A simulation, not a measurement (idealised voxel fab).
process module | voxel wiring stack
cross-section cut | 165 nm wide | cells 5 nm
A cross-section is a grid of square cells, given in bands from the top down. A band is one or more rows of cells.
Each band's line starts with the height of the band's top and of its bottom, in nm. Then come its materials from left to right, each with its width in nm. One material with "throughout" fills the band from edge to edge. "air" is empty space.
Height 0 is the level under which the wafer as received is all one material. The lowest band goes on downwards, as in "0 down".
A width such as "30 to 40" changes by the same amount from each row of cells to the next, from the band's top row to its bottom row.
"no change" after a step means that no cell of the cross-section changed.
closed voids: empty space of 8 cells or more with no open way to the top, each as width x height at its distance from the left edge, in nm
after a step's settings: what the simulator itself notes on the step
overlay nm, on a step with a mask: how far to the right of its planned place the mask lay; to the left if negative
plan
1 op RECEIVE | material Si
2 op CONFORMAL_DEP | material SiO2 | thk nm 15
3 op DIRECTIONAL_DEP | material TiN | thk nm 5
4 op DIRECTIONAL_DEP | material Ru | thk nm 15
5 op MASKED_ETCH | tone cover | mask id METAL_1 | width nm 25 | pitch nm 50 | etch materials Ru | depth nm 15 | overlay nm 0
6 op MASKED_ETCH | tone cover | mask id METAL_1 | width nm 25 | pitch nm 50 | etch materials TiN | depth nm 5 | overlay nm 0
7 op CONFORMAL_DEP | material SiCN | thk nm 5
8 op FILL_DEP | material SiO2 | thk nm 10
9 op CMP | height nm 35
10 op CONFORMAL_DEP | material SiCN | thk nm 5
11 op DIRECTIONAL_DEP | material SiO2 | thk nm 30
12 op MASKED_ETCH | tone open | mask id METAL_2 | width nm 25 | pitch nm 50 | etch materials SiO2 | depth nm 15 | overlay nm 0
13 op MASKED_ETCH | tone open | mask id METAL_2_HOLES | width nm 15 | etch materials SiO2 | depth nm 15 | overlay nm 0
14 op MASKED_ETCH | tone open | mask id METAL_2_HOLES | width nm 15 | etch materials SiCN | depth nm 5 | overlay nm 0
15 op CONFORMAL_DEP | material TiN | thk nm 5
16 op FILL_DEP | material Cu | thk nm 5
17 op CMP | height nm 70
18 op CONFORMAL_DEP | material SiCN | thk nm 5
as received, after step 1
  0 down: Si throughout
  closed voids: none
a wafer at the end: this start, this plan, one mistake
  75 to 70: SiCN throughout
  70 to 60: SiO2 45 | TiN 5 | Cu 15 | TiN 5 | SiO2 30 | TiN 5 | Cu 10 | TiN 5 | SiO2 45
  60 to 55: SiO2 45 | TiN 25 | SiO2 30 | TiN 20 | SiO2 45
  55 to 40: SiO2 50 | TiN 10 | SiO2 105
  40 to 35: SiCN 50 | TiN 10 | SiCN 105
  35 to 20: SiO2 40 | SiCN 5 | Ru 25 | SiCN 5 | SiO2 15 | SiCN 5 | Ru 25 | SiCN 5 | SiO2 40
  20 to 15: SiCN 45 | TiN 25 | SiCN 25 | TiN 25 | SiCN 45
  15 to 0: SiO2 throughout
  0 down: Si throughout
  closed voids: none
what went wrong: step 12 ran as: op MASKED_ETCH | tone open | mask id METAL_2 | width nm 20 | pitch nm 50 | etch materials SiO2 | depth nm 15 | overlay nm 0
